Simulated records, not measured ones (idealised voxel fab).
process module | voxel tone inversion
cross-section cut | 245 nm wide | cells 5 nm
A cross-section is a grid of square cells, given in bands from the top down. A band is one or more rows of cells.
Each band's line starts with the height of the band's top and of its bottom, in nm. Then come its materials from left to right, each with its width in nm. One material with "throughout" fills the band from edge to edge. "air" is empty space.
Height 0 is the level under which the wafer as received is all one material. The lowest band goes on downwards, as in "0 down".
A width such as "30 to 40" changes by the same amount from each row of cells to the next, from the band's top row to its bottom row.
"no change" after a step means that no cell of the cross-section changed.
closed voids: empty space of 8 cells or more with no open way to the top, each as width x height at its distance from the left edge, in nm
after a step's settings: what the simulator itself notes on the step
overlay nm, on a step with a mask: how far to the right of its planned place the mask lay; to the left if negative
plan
1 op RECEIVE | material Si
2 op CONFORMAL_DEP | material SiCN | thk nm 5
3 op DIRECTIONAL_DEP | material polySi | thk nm 15
4 op PATTERN | tone cover | mask id POSTS | material resist | width nm 20 | pitch nm 45 | thk nm 20 | overlay nm 0
5 op DIRECTIONAL_ETCH | etch materials polySi | depth nm 15
6 op STRIP | etch materials resist
7 op FILL_DEP | material lowk | thk nm 5
8 op CMP | height nm 20
9 op STRIP | etch materials polySi
as received, after step 1
  0 down: Si throughout
  closed voids: none
a wafer at the end: this start, this plan, one mistake
  20 to 5: air 45 | lowk 20 | air 25 | lowk 20 | air 25 | lowk 20 | air 25 | lowk 20 | air 45
  5 to 0: SiCN throughout
  0 down: Si throughout
  closed voids: none
what went wrong: step 4 ran as: op PATTERN | tone open | mask id POSTS | material resist | width nm 20 | pitch nm 45 | thk nm 20 | overlay nm 0
